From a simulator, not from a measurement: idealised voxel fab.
Module name: voxel air gaps (process module)
Square cell edge 5 nm, section width 260 nm, ID cut.
The cross-sections in this document take the form of a grid made of square cells. They are written out as bands, in order from top to bottom. Each band consists of one or more rows of cells. Within each band entry, the heights of the top and of the bottom of the band appear first, in that order and in nm; the materials of the band then follow from left to right, each with its corresponding width in nm. The designation "throughout" on a single material indicates that it fills the band from edge to edge; the designation "empty" indicates empty space. Height 0 is the level under which the wafer as received is all one material. The lowest band goes on downwards, as in "0 nm and below". A width such as "30->40" changes by the same amount from each row of cells to the next, from the band's top row to its bottom row. Step note "no modifications" = no cross-section cell changed. If an empty space has no open way to the top and is at least 8 cells in size, "Voids, enclosed" lists it, written width x height at distance, where distance is measured from the left edge and every value is in nm. Past the settings on a step's line: simulator remark, on that step. overlay nm: how far to the right of its planned place the mask lay on this masked step (negative: to the left).

**plan**
step 1: RECEIVE,material Si
step 2: CONFORMAL_DEP,material SiO2,thk nm 15
step 3: CONFORMAL_DEP,material SiCN,thk nm 5
step 4: DIRECTIONAL_DEP,material lowk,thk nm 35
step 5: DIRECTIONAL_DEP,material aC,thk nm 15
step 6: PATTERN,tone open,mask id LINES,material resist,width nm 25,pitch nm 50,thk nm 35,overlay nm 0
step 7: DIRECTIONAL_ETCH,etch materials aC,depth nm 15
step 8: STRIP,etch materials resist
step 9: DIRECTIONAL_ETCH,etch materials lowk,depth nm 35
step 10: STRIP,etch materials aC
step 11: CONFORMAL_DEP,material TiN,thk nm 5
step 12: FILL_DEP,material Cu,thk nm 5
step 13: CMP,height nm 55
step 14: EPI,material Ru,thk nm 10
step 15: SELECTIVE_ETCH,etch materials lowk,depth nm 45
step 16: CONFORMAL_DEP,material SiCN,thk nm 5

**Cross-section of the wafer as it came to us, i.e., already through step 1**
> 0 nm and below  Si throughout
> Voids, enclosed: none

**Cross-section, end of module. Start: as above. Plan: as above. Execution: one mistake**
> 70 nm to 65 nm  empty (30); SiCN (205); empty (25)
> 65 nm to 55 nm  empty (30); SiCN (5); Ru (45); SiCN (5); Ru (45); SiCN (5); Ru (45); SiCN (5); Ru (45); SiCN (5); empty (25)
> 55 nm to 50 nm  empty (30); SiCN (15); TiN (5); Cu (15); TiN (5); SiCN (25); TiN (5); Cu (15); TiN (5); SiCN (25); TiN (5); Cu (15); TiN (5); SiCN (25); TiN (5); Cu (15); TiN (5); SiCN (15); empty (25)
> 50 nm to 25 nm  empty (40); SiCN (5); TiN (5); Cu (15); TiN (5); SiCN (5); empty (15); SiCN (5); TiN (5); Cu (15); TiN (5); SiCN (5); empty (15); SiCN (5); TiN (5); Cu (15); TiN (5); SiCN (5); empty (15); SiCN (5); TiN (5); Cu (15); TiN (5); SiCN (5); empty (35)
> 25 nm to 20 nm  SiCN (45); TiN (25); SiCN (25); TiN (25); SiCN (25); TiN (25); SiCN (25); TiN (25); SiCN (40)
> 20 nm to 15 nm  SiCN throughout
> 15 nm to 0 nm  SiO2 throughout
> 0 nm and below  Si throughout
> Voids, enclosed: 15 x 25 at 75; 15 x 25 at 125; 15 x 25 at 175
Processing error: step 6 did not use the planned setting and instead ran as PATTERN,tone open,mask id LINES,material resist,width nm 25,pitch nm 50,thk nm 35,overlay nm 5
